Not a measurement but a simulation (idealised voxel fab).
Process module name: voxel released beams
We display cut, a cross-section 190 nm in width whose square cells are each 5 nm.
How to read a cross-section here: the picture is a grid of square cells, written as bands going from the top down, and any band can span one or more rows of cells.
In this notation a band is specified by the heights of its top and bottom, in that order and in nm, after which its materials appear from left to right, each paired with its width in nm. The word "all across" attached to a single material means that material fills the band from edge to edge; the word "empty" stands for empty space.
Heads up on the height convention: 0 is the point under which the incoming wafer is all one material, and the lowest band has no bottom, it just keeps going down, like "0 and below".
The notation "30->40" denotes a width that varies across the rows of cells in the band, beginning at the first number in the top row, finishing at the second number in the bottom row, and changing by an identical amount from each row to the next.
Where the words "nothing got changed" appear for a step, the cross-section shows no cell changed by that step; every cell remained as before.
"Closed voids list" means: voids of 8 cells or more that are shut off from the top with no open way through. Written width x height at distance, distance from the left edge, in nm.
after a step's settings: what the simulator itself notes on the step
overlay nm: right-of-plan distance of the mask on a masked step; negative values mean left-of-plan.
Process steps (planned):
1: RECEIVE [material Si]
2: CONFORMAL_DEP [material SiN] [thk nm 5]
3: DIRECTIONAL_DEP [material SiO2] [thk nm 20]
4: PATTERN [tone open] [mask id ANCHOR] [material resist] [width nm 45] [thk nm 15] [overlay nm 0]
5: DIRECTIONAL_ETCH [etch materials SiO2] [depth nm 20]
6: STRIP [etch materials resist]
7: CONFORMAL_DEP [material TiN] [thk nm 5]
8: PATTERN [tone cover] [mask id BEAM] [material resist] [width nm 130] [thk nm 15] [overlay nm 0]
9: DIRECTIONAL_ETCH [etch materials TiN] [depth nm 15]
10: STRIP [etch materials resist]
11: STRIP [etch materials SiO2]
Among the wafers covered here, the point of difference is the thk nm at step 7; their starting state is shared, and the plan presents the value of the first wafer.
Cross-section of the first of several wafers on receipt, reflecting completion of step 1:
0 and below: Si all across
Closed voids list: none
First wafer of several, cross-section, module end, after step 11 (last):
30 down to 25: 25 nm empty  10 nm TiN  35 nm empty  85 nm TiN  35 nm empty
25 down to 10: 30 nm empty  5 nm TiN  35 nm empty  5 nm TiN  115 nm empty
10 down to 5: 30 nm empty  45 nm TiN  115 nm empty
5 down to 0: SiN all across
0 and below: Si all across
Closed voids list: none
Last wafer of the set, cross-sectioned at end of module:
55 down to 40: 25 nm empty  130 nm TiN  35 nm empty
40 down to 25: TiN all across
25 down to 5: 30 nm SiO2  45 nm TiN  115 nm SiO2
5 down to 0: SiN all across
0 and below: Si all across
Closed voids list: none
Take any row and you have a wafer at the end of the module: how many cells of each material it has gained (+) or lost (-) since it was received, and then its closed voids:
thk nm 5 | +38 SiN | +34 TiN | Closed voids list: none
thk nm 10 | +38 SiN | +68 TiN | Closed voids list: none
thk nm 15 | +38 SiN | +102 TiN | Closed voids list: none
thk nm 20 | +38 SiN | +116 SiO2 | +148 TiN | Closed voids list: none
thk nm 25 | +38 SiN | +116 SiO2 | +190 TiN | Closed voids list: none
thk nm 30 | +38 SiN | +116 SiO2 | +228 TiN | Closed voids list: none
